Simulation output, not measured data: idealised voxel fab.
A process module follows: voxel quadruple lines.
We display cut, a cross-section 290 nm in width whose square cells are each 5 nm.
Format of a cross-section: grid, square cells. Given as bands. Order: top down. Band: one or more rows of cells.
For a band, the entry starts with two heights in nm, that of the top and then that of the bottom, and carries on with the band's materials in order from left to right, each alongside its width in nm; the word "throughout" beside a single material means it fills the band edge to edge, and "blank" means empty space.
A quick word on heights: they are counted from 0, and under that level the wafer as it came to us is one material throughout. The lowest band is different from the rest in having no bottom; it simply continues downward, written as in "0 -> down".
Think of "30..40" as a width that walks from the first number to the second as you go down the band, top row to bottom row, taking equal-sized steps from row to row.
Key: "no modification" - step with no changed cell in the cross-section.
The entry titled "Non-vented voids" provides the empty spaces that have no open way to the top, restricted to those of 8 cells or more. Each is presented as width x height at distance, the distance being measured from the left edge, with all three in nm.
On a step's line, text after the settings is the simulator commenting on that step.
overlay nm: how far to the right of its planned place the mask lay on this masked step (negative: to the left).

The process steps that were planned are listed below
| 1 | RECEIVE, material Si |
| 2 | CONFORMAL_DEP, material SiO2, thk nm 10 |
| 3 | DIRECTIONAL_DEP, material W, thk nm 10 |
| 4 | DIRECTIONAL_DEP, material polySi, thk nm 15 |
| 5 | DIRECTIONAL_DEP, material aC, thk nm 25 |
| 6 | PATTERN, tone cover, mask id MANDREL, material resist, width nm 30, thk nm 30, overlay nm 0 |
| 7 | DIRECTIONAL_ETCH, etch materials aC, depth nm 25 |
| 8 | STRIP, etch materials resist |
| 9 | CONFORMAL_DEP, material SiO2, thk nm 10 |
| 10 | DIRECTIONAL_ETCH, etch materials SiO2, depth nm 10 |
| 11 | STRIP, etch materials aC |
| 12 | DIRECTIONAL_ETCH, etch materials polySi, depth nm 15 |
| 13 | STRIP, etch materials SiO2 |
| 14 | CONFORMAL_DEP, material SiCN, thk nm 10 |
| 15 | DIRECTIONAL_ETCH, etch materials SiCN, depth nm 10 |
| 16 | STRIP, etch materials polySi |
| 17 | DIRECTIONAL_ETCH, etch materials W, depth nm 10 |
| 18 | STRIP, etch materials SiCN |

Here's what the wafer looked like in cross-section when it arrived - that's after step 1
- 0 -> down: Si throughout
- Non-vented voids: none

First of two wafers at the end of the module, shown in cross-section; run carried out as planned
- 20 -> 10: 110 blank / 10 W / 10 blank / 10 W / 10 blank / 10 W / 10 blank / 10 W / 110 blank
- 10 -> 0: SiO2 throughout
- 0 -> down: Si throughout
- Non-vented voids: none

Cross-section, wafer two of two, end of module: same start and plan as wafer one, one error in execution
- 15 -> 10: 110 blank / 10 W / 10 blank / 10 W / 10 blank / 10 W / 10 blank / 10 W / 110 blank
- 10 -> 0: SiO2 throughout
- 0 -> down: Si throughout
- Non-vented voids: none
Deviation noted in wafer processing: rather than as planned, step 3 actually ran as DIRECTIONAL_DEP, material W, thk nm 5
It is noted that, at the conclusion of processing, the second wafer exhibits a higher or lower cell count for certain materials relative to the first: -8 W
